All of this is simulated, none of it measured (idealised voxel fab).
process module | voxel gate over fins
cross-section cut | 150 nm wide | cells 5 nm
A cross-section is a grid of square cells, given in bands from the top down. A band is one or more rows of cells.
Each band's line starts with the height of the band's top and of its bottom, in nm. Then come its materials from left to right, each with its width in nm. One material with "throughout" fills the band from edge to edge. "air" is empty space.
Height 0 is the level under which the wafer as received is all one material. The lowest band goes on downwards, as in "0 down".
A width such as "30 to 40" changes by the same amount from each row of cells to the next, from the band's top row to its bottom row.
"no change" after a step means that no cell of the cross-section changed.
closed voids: empty space of 8 cells or more with no open way to the top, each as width x height at its distance from the left edge, in nm
after a step's settings: what the simulator itself notes on the step
overlay nm, on a step with a mask: how far to the right of its planned place the mask lay; to the left if negative
plan
1 op RECEIVE | material Si
2 op CONFORMAL_DEP | material SiN | thk nm 5
3 op DIRECTIONAL_DEP | material aC | thk nm 10
4 op PATTERN | tone cover | mask id FINS | material resist | width nm 15 | pitch nm 40 | thk nm 25 | overlay nm 0
5 op DIRECTIONAL_ETCH | etch materials aC | depth nm 10
6 op STRIP | etch materials resist
7 op DIRECTIONAL_ETCH | etch materials SiN | depth nm 5
8 op DIRECTIONAL_ETCH | etch materials Si | depth nm 30
9 op STRIP | etch materials aC
10 op FILL_DEP | material SiO2 | thk nm 10
11 op CMP | height nm 5
12 op SELECTIVE_ETCH | etch materials SiO2 | depth nm 15
13 op STRIP | etch materials SiN
14 op CONFORMAL_DEP | material HfO2 | thk nm 5
15 op CONFORMAL_DEP | material TiN | thk nm 5
16 op FILL_DEP | material W | thk nm 10
17 op CMP | height nm 15
18 op CONFORMAL_DEP | material SiN | thk nm 5
as received, after step 1
  0 down: Si throughout
  closed voids: none
first wafer at the end, as planned
  20 to 15: SiN throughout
  15 to 10: W throughout
  10 to 5: W 35 | TiN 35 | W 5 | TiN 35 | W 40
  5 to 0: W 35 | TiN 5 | HfO2 25 | TiN 5 | W 5 | TiN 5 | HfO2 25 | TiN 5 | W 40
  0 to -5: TiN 40 | HfO2 5 | Si 15 | HfO2 5 | TiN 15 | HfO2 5 | Si 15 | HfO2 5 | TiN 45
  -5 to -10: HfO2 45 | Si 15 | HfO2 25 | Si 15 | HfO2 50
  -10 to -30: SiO2 45 | Si 15 | SiO2 25 | Si 15 | SiO2 50
  -30 down: Si throughout
  closed voids: none
second wafer at the end: like start, like plan, one mistake
  20 to 15: SiN throughout
  15 to 10: W throughout
  10 to 5: W 35 | HfO2 35 | W 5 | HfO2 35 | W 40
  5 to 0: W 35 | HfO2 5 | TiN 25 | HfO2 5 | W 5 | HfO2 5 | TiN 25 | HfO2 5 | W 40
  0 to -5: HfO2 40 | TiN 5 | Si 15 | TiN 5 | HfO2 15 | TiN 5 | Si 15 | TiN 5 | HfO2 45
  -5 to -10: TiN 45 | Si 15 | TiN 25 | Si 15 | TiN 50
  -10 to -30: SiO2 45 | Si 15 | SiO2 25 | Si 15 | SiO2 50
  -30 down: Si throughout
  closed voids: none
what went wrong: steps 14 and 15 were swapped
at the end the second wafer has, in cells: as many of each material as the first, in other places
